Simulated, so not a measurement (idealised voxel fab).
The process module that follows is named voxel capacitor over wiring.
It is cross-section cut that appears here, measuring 200 nm in width, its square cells being 5 nm in size.
If you're reading a cross-section in this doc, picture square cells in a grid; it comes to you as bands, top ones listed first down to the bottom, and a band can be one or more rows of cells. What a band's entry tells you: where the top is and where the bottom is, as heights in nm, and after that what lies inside, material by material from left to right, each with its width in nm. Empty space is written as the word "empty", and a single material marked with the word "full width" occupies the band from edge to edge. Zero point of the height axis is 0; under it, received wafer = one material. Lowest band: continues down indefinitely, "0..down". Width "30 to 40": first value at the band's top row of cells, second value at its bottom row, equal change from row to row. What does "nothing different" mean for a step? It means no cell of the cross-section changed in that step. "Internal closed voids" contains a list of empty spaces, each no smaller than 8 cells and without an open way to the top, written in the form width x height at distance with the distance from the left edge and all three in nm. Note: text after step settings on the step line = simulator remark on that step. The line of a step may include "overlay nm". On a step with a mask, this value is how far to the right of its planned place the mask lay. A negative value means the mask lay to the left.
### Intended process steps
- 1: RECEIVE | material Si
- 2: CONFORMAL_DEP | material SiO2 | thk nm 15
- 3: DIRECTIONAL_DEP | material TiN | thk nm 5
- 4: DIRECTIONAL_DEP | material Ru | thk nm 15
- 5: PATTERN | tone cover | mask id METAL_1 | material resist | width nm 25 | pitch nm 85 | thk nm 15 | overlay nm 0
- 6: DIRECTIONAL_ETCH | etch materials Ru | depth nm 15
- 7: DIRECTIONAL_ETCH | etch materials TiN | depth nm 5
- 8: STRIP | etch materials resist
- 9: FILL_DEP | material lowk | thk nm 5
- 10: CMP | height nm 35
- 11: CONFORMAL_DEP | material SiCN | thk nm 5
- 12: DIRECTIONAL_DEP | material SiO2 | thk nm 10
- 13: MASKED_ETCH | tone open | mask id PLUG_1 | width nm 15 | etch materials SiO2 | depth nm 10 | overlay nm 0
- 14: MASKED_ETCH | tone open | mask id PLUG_1 | width nm 15 | etch materials SiCN | depth nm 5 | overlay nm 0
- 15: CONFORMAL_DEP | material TiN | thk nm 5
- 16: FILL_DEP | material W | thk nm 5
- 17: CMP | height nm 50
- 18: DIRECTIONAL_DEP | material TiN | thk nm 10
- 19: DIRECTIONAL_DEP | material HfO2 | thk nm 5
- 20: DIRECTIONAL_DEP | material TiN | thk nm 5
- 21: DIRECTIONAL_DEP | material aC | thk nm 10
- 22: PATTERN | tone cover | mask id UPPER_PLATE | material resist | width nm 65 | thk nm 30 | overlay nm 0
- 23: DIRECTIONAL_ETCH | etch materials aC | depth nm 10
- 24: STRIP | etch materials resist
- 25: DIRECTIONAL_ETCH | etch materials TiN | depth nm 5
- 26: DIRECTIONAL_ETCH | etch materials HfO2 | depth nm 5
- 27: STRIP | etch materials aC
- 28: MASKED_ETCH | tone cover | mask id LOWER_PLATE | width nm 75 | etch materials TiN | depth nm 10 | overlay nm 0
- 29: FILL_DEP | material SiO2 | thk nm 20
- 30: CMP | height nm 85
- 31: MASKED_ETCH | tone open | mask id PLUG_2 | width nm 15 | etch materials SiO2 | depth nm 15 | overlay nm 0
- 32: CONFORMAL_DEP | material TiN | thk nm 5
- 33: FILL_DEP | material Cu | thk nm 5
- 34: CMP | height nm 85
- 35: CONFORMAL_DEP | material SiN | thk nm 5
### This is the cross-section of the wafer as we received it, i.e. after step 1
	0..down = Si full width
	Internal closed voids: none
### The module was run from the start shown above using the plan shown above, but one mistake was made doing it; the resulting wafer cross-section is below
	90..85 = SiN full width
	85..75 = SiO2 (65) / TiN (5) / Cu (5) / TiN (5) / SiO2 (120)
	75..65 = SiO2 (65 to 60) / TiN (15 to 55) / SiO2 (120 to 85)
	65..60 = SiO2 (60) / HfO2 (55) / SiO2 (85)
	60..50 = SiO2 (50) / TiN (75) / SiO2 (75)
	50..40 = SiO2 (55) / TiN (5) / W (5) / TiN (5) / SiO2 (130)
	40..35 = SiCN (55) / TiN (15) / SiCN (130)
	35..20 = lowk (45) / Ru (25) / lowk (60) / Ru (25) / lowk (45)
	20..15 = lowk (45) / TiN (25) / lowk (60) / TiN (25) / lowk (45)
	15..0 = SiO2 full width
	0..down = Si full width
	Internal closed voids: none
So what did we get wrong on this run? step 22 was run on a setting that differed from the plan, and what really ran there is PATTERN | tone cover | mask id UPPER_PLATE | material resist | width nm 55 | thk nm 30 | overlay nm 0
